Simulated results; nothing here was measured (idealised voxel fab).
voxel wiring stack: a process module
In the cross-section labelled cut, the width is 160 nm and each square cell is 5 nm.
How to read a cross-section here: the picture is a grid of square cells, written as bands going from the top down, and any band can span one or more rows of cells.
Heads up on the band format: heights come first, top then bottom, in nm. After that it's the materials left to right, each with its width in nm. A single material flagged "throughout" fills the whole band edge to edge, and "air" means there's empty space there.
Heads up on the height convention: 0 is the point under which the incoming wafer is all one material, and the lowest band has no bottom, it just keeps going down, like "from 0 down".
Width "30..40": first value at the band's top row of cells, second value at its bottom row, equal change from row to row.
What does "remains unaltered" mean for a step? It means no cell of the cross-section changed in that step.
For the entry "Closed void inventory", the listed items are empty spaces with no open way to the top whose size is 8 cells or more; each item follows the pattern width x height at distance, where distance is from the left edge and all three are in nm.
Read whatever lies past the settings on a step's line as the simulator's own remark about the step.
overlay nm: right-of-plan distance of the mask on a masked step; negative values mean left-of-plan.
Listed below are the process steps as planned
1 RECEIVE: material Si
2 CONFORMAL_DEP: material SiO2, thk nm 15
3 DIRECTIONAL_DEP: material TiN, thk nm 5
4 DIRECTIONAL_DEP: material W, thk nm 20
5 MASKED_ETCH: tone cover, mask id METAL_1, width nm 20, pitch nm 50, etch materials W, depth nm 20, overlay nm 0
6 MASKED_ETCH: tone cover, mask id METAL_1, width nm 20, pitch nm 50, etch materials TiN, depth nm 5, overlay nm 0
7 FILL_DEP: material SiO2, thk nm 10
8 CMP: height nm 40
9 CONFORMAL_DEP: material SiCN, thk nm 5
10 DIRECTIONAL_DEP: material SiO2, thk nm 20
11 DIRECTIONAL_DEP: material aC, thk nm 15
12 PATTERN: tone open, mask id PLUG_1, material resist, width nm 15, pitch nm 50, thk nm 35, overlay nm 0
13 DIRECTIONAL_ETCH: etch materials aC, depth nm 15
14 STRIP: etch materials resist
15 DIRECTIONAL_ETCH: etch materials SiO2, depth nm 20
16 DIRECTIONAL_ETCH: etch materials SiCN, depth nm 5
17 STRIP: etch materials aC
18 EPI: material Ru, thk nm 10
19 EPI: material Ru, thk nm 10
20 EPI: material Ru, thk nm 5
21 DIRECTIONAL_DEP: material TiN, thk nm 5
22 DIRECTIONAL_DEP: material Ru, thk nm 25
23 PATTERN: tone cover, mask id METAL_2, material resist, width nm 20, pitch nm 50, thk nm 15, overlay nm 0
24 DIRECTIONAL_ETCH: etch materials Ru, depth nm 25
25 DIRECTIONAL_ETCH: etch materials TiN, depth nm 5
26 STRIP: etch materials resist
27 FILL_DEP: material SiO2, thk nm 10
28 CMP: height nm 95
29 CONFORMAL_DEP: material SiCN, thk nm 5
First of two wafers, processed according to plan
This is the cross-section of the wafer as we received it, i.e. after step 1
from 0 down  Si throughout
Closed void inventory: none
The wafer, seen in cross-section, after step 2
from 15 to 0  SiO2 throughout
Heights below 0 show no change.
The wafer, seen in cross-section, after step 3
from 20 to 15  TiN throughout
Heights below 15 show no change.
The wafer, seen in cross-section, after step 4
from 40 to 20  W throughout
Heights below 20 show no change.
The wafer, seen in cross-section, after step 5
from 40 to 20  20 of air | 20 of W | 30 of air | 20 of W | 30 of air | 20 of W | 20 of air
Heights below 20 show no change.
The wafer, seen in cross-section, after step 6
from 40 to 20  20 of air | 20 of W | 30 of air | 20 of W | 30 of air | 20 of W | 20 of air
from 20 to 15  20 of air | 20 of TiN | 30 of air | 20 of TiN | 30 of air | 20 of TiN | 20 of air
Heights below 15 show no change.
The wafer, seen in cross-section, after step 7
from 50 to 40  SiO2 throughout
from 40 to 20  20 of SiO2 | 20 of W | 30 of SiO2 | 20 of W | 30 of SiO2 | 20 of W | 20 of SiO2
from 20 to 15  20 of SiO2 | 20 of TiN | 30 of SiO2 | 20 of TiN | 30 of SiO2 | 20 of TiN | 20 of SiO2
Heights below 15 show no change.
The wafer, seen in cross-section, after step 8
from 40 to 20  20 of SiO2 | 20 of W | 30 of SiO2 | 20 of W | 30 of SiO2 | 20 of W | 20 of SiO2
Heights below 20 show no change.
The wafer, seen in cross-section, after step 9
from 45 to 40  SiCN throughout
Heights below 40 show no change.
The wafer, seen in cross-section, after step 10
from 65 to 45  SiO2 throughout
Heights below 45 show no change.
The wafer, seen in cross-section, after step 11
from 80 to 65  aC throughout
Heights below 65 show no change.
The wafer, seen in cross-section, after step 12
from 115 to 80  20 of resist | 15 of air | 35 of resist | 15 of air | 35 of resist | 15 of air | 25 of resist
Heights below 80 show no change.
The wafer, seen in cross-section, after step 13
from 100 to 80  20 of resist | 15 of air | 35 of resist | 15 of air | 35 of resist | 15 of air | 25 of resist
from 80 to 65  20 of aC | 15 of air | 35 of aC | 15 of air | 35 of aC | 15 of air | 25 of aC
Heights below 65 show no change.
The wafer, seen in cross-section, after step 14
from 80 to 65  20 of aC | 15 of air | 35 of aC | 15 of air | 35 of aC | 15 of air | 25 of aC
Heights below 65 show no change.
The wafer, seen in cross-section, after step 15
from 80 to 65  20 of aC | 15 of air | 35 of aC | 15 of air | 35 of aC | 15 of air | 25 of aC
from 65 to 45  20 of SiO2 | 15 of air | 35 of SiO2 | 15 of air | 35 of SiO2 | 15 of air | 25 of SiO2
Heights below 45 show no change.
The wafer, seen in cross-section, after step 16
from 80 to 65  20 of aC | 15 of air | 35 of aC | 15 of air | 35 of aC | 15 of air | 25 of aC
from 65 to 45  20 of SiO2 | 15 of air | 35 of SiO2 | 15 of air | 35 of SiO2 | 15 of air | 25 of SiO2
from 45 to 40  20 of SiCN | 15 of air | 35 of SiCN | 15 of air | 35 of SiCN | 15 of air | 25 of SiCN
Heights below 40 show no change.
The wafer, seen in cross-section, after step 17
from 65 to 45  20 of SiO2 | 15 of air | 35 of SiO2 | 15 of air | 35 of SiO2 | 15 of air | 25 of SiO2
Heights below 45 show no change.
The wafer, seen in cross-section, after step 18
from 65 to 50  20 of SiO2 | 15 of air | 35 of SiO2 | 15 of air | 35 of SiO2 | 15 of air | 25 of SiO2
from 50 to 45  20 of SiO2 | 15 of Ru | 35 of SiO2 | 15 of Ru | 35 of SiO2 | 15 of Ru | 25 of SiO2
from 45 to 40  20 of SiCN | 15 of Ru | 35 of SiCN | 15 of Ru | 35 of SiCN | 15 of Ru | 25 of SiCN
Heights below 40 show no change.
The wafer, seen in cross-section, after step 19
from 65 to 60  20 of SiO2 | 15 of air | 35 of SiO2 | 15 of air | 35 of SiO2 | 15 of air | 25 of SiO2
from 60 to 45  20 of SiO2 | 15 of Ru | 35 of SiO2 | 15 of Ru | 35 of SiO2 | 15 of Ru | 25 of SiO2
Heights below 45 show no change.
The wafer, seen in cross-section, after step 20
from 65 to 45  20 of SiO2 | 15 of Ru | 35 of SiO2 | 15 of Ru | 35 of SiO2 | 15 of Ru | 25 of SiO2
Heights below 45 show no change.
The wafer, seen in cross-section, after step 21
from 70 to 65  TiN throughout
Heights below 65 show no change.
The wafer, seen in cross-section, after step 22
from 95 to 70  Ru throughout
Heights below 70 show no change.
The wafer, seen in cross-section, after step 23
from 110 to 95  20 of air | 20 of resist | 30 of air | 20 of resist | 30 of air | 20 of resist | 20 of air
Heights below 95 show no change.
The wafer, seen in cross-section, after step 24
from 110 to 95  20 of air | 20 of resist | 30 of air | 20 of resist | 30 of air | 20 of resist | 20 of air
from 95 to 70  20 of air | 20 of Ru | 30 of air | 20 of Ru | 30 of air | 20 of Ru | 20 of air
Heights below 70 show no change.
The wafer, seen in cross-section, after step 25
from 110 to 95  20 of air | 20 of resist | 30 of air | 20 of resist | 30 of air | 20 of resist | 20 of air
from 95 to 70  20 of air | 20 of Ru | 30 of air | 20 of Ru | 30 of air | 20 of Ru | 20 of air
from 70 to 65  20 of air | 20 of TiN | 30 of air | 20 of TiN | 30 of air | 20 of TiN | 20 of air
Heights below 65 show no change.
The wafer, seen in cross-section, after step 26
from 95 to 70  20 of air | 20 of Ru | 30 of air | 20 of Ru | 30 of air | 20 of Ru | 20 of air
Heights below 70 show no change.
The wafer, seen in cross-section, after step 27
from 105 to 95  SiO2 throughout
from 95 to 70  20 of SiO2 | 20 of Ru | 30 of SiO2 | 20 of Ru | 30 of SiO2 | 20 of Ru | 20 of SiO2
from 70 to 65  20 of SiO2 | 20 of TiN | 30 of SiO2 | 20 of TiN | 30 of SiO2 | 20 of TiN | 20 of SiO2
Heights below 65 show no change.
The wafer, seen in cross-section, after step 28
from 95 to 70  20 of SiO2 | 20 of Ru | 30 of SiO2 | 20 of Ru | 30 of SiO2 | 20 of Ru | 20 of SiO2
Heights below 70 show no change.
The wafer, seen in cross-section, after step 29
from 100 to 95  SiCN throughout
Heights below 95 show no change.
Wafer two. Same start, same plan, one slip in execution. Same as wafer one through step 22, inclusive
The second wafer cut through, at the time step 23 was supposed to be finished
from 110 to 95  15 of air | 30 of resist | 20 of air | 30 of resist | 20 of air | 30 of resist | 15 of air
Heights below 95 show no change.
The second wafer cut through, at the time step 24 was supposed to be finished
from 110 to 95  15 of air | 30 of resist | 20 of air | 30 of resist | 20 of air | 30 of resist | 15 of air
from 95 to 70  15 of air | 30 of Ru | 20 of air | 30 of Ru | 20 of air | 30 of Ru | 15 of air
Heights below 70 show no change.
The second wafer cut through, at the time step 25 was supposed to be finished
from 110 to 95  15 of air | 30 of resist | 20 of air | 30 of resist | 20 of air | 30 of resist | 15 of air
from 95 to 70  15 of air | 30 of Ru | 20 of air | 30 of Ru | 20 of air | 30 of Ru | 15 of air
from 70 to 65  15 of air | 30 of TiN | 20 of air | 30 of TiN | 20 of air | 30 of TiN | 15 of air
Heights below 65 show no change.
The second wafer cut through, at the time step 26 was supposed to be finished
from 95 to 70  15 of air | 30 of Ru | 20 of air | 30 of Ru | 20 of air | 30 of Ru | 15 of air
Heights below 70 show no change.
The second wafer cut through, at the time step 27 was supposed to be finished
from 105 to 95  SiO2 throughout
from 95 to 70  15 of SiO2 | 30 of Ru | 20 of SiO2 | 30 of Ru | 20 of SiO2 | 30 of Ru | 15 of SiO2
from 70 to 65  15 of SiO2 | 30 of TiN | 20 of SiO2 | 30 of TiN | 20 of SiO2 | 30 of TiN | 15 of SiO2
Heights below 65 show no change.
The second wafer cut through, at the time step 28 was supposed to be finished
from 95 to 70  15 of SiO2 | 30 of Ru | 20 of SiO2 | 30 of Ru | 20 of SiO2 | 30 of Ru | 15 of SiO2
Heights below 70 show no change.
The second wafer cut through, at the time step 29 was supposed to be finished
from 100 to 95  SiCN throughout
Heights below 95 show no change.
Heads up, the wafer didn't run the way we planned it: for step 23, the planned setting was not used; the step was instead run as PATTERN: tone cover, mask id METAL_2, material resist, width nm 30, pitch nm 50, thk nm 15, overlay nm 0
Heads up, by the end the second wafer has more or fewer cells of some materials compared to the first: Ru +30 | SiO2 -36 | TiN +6
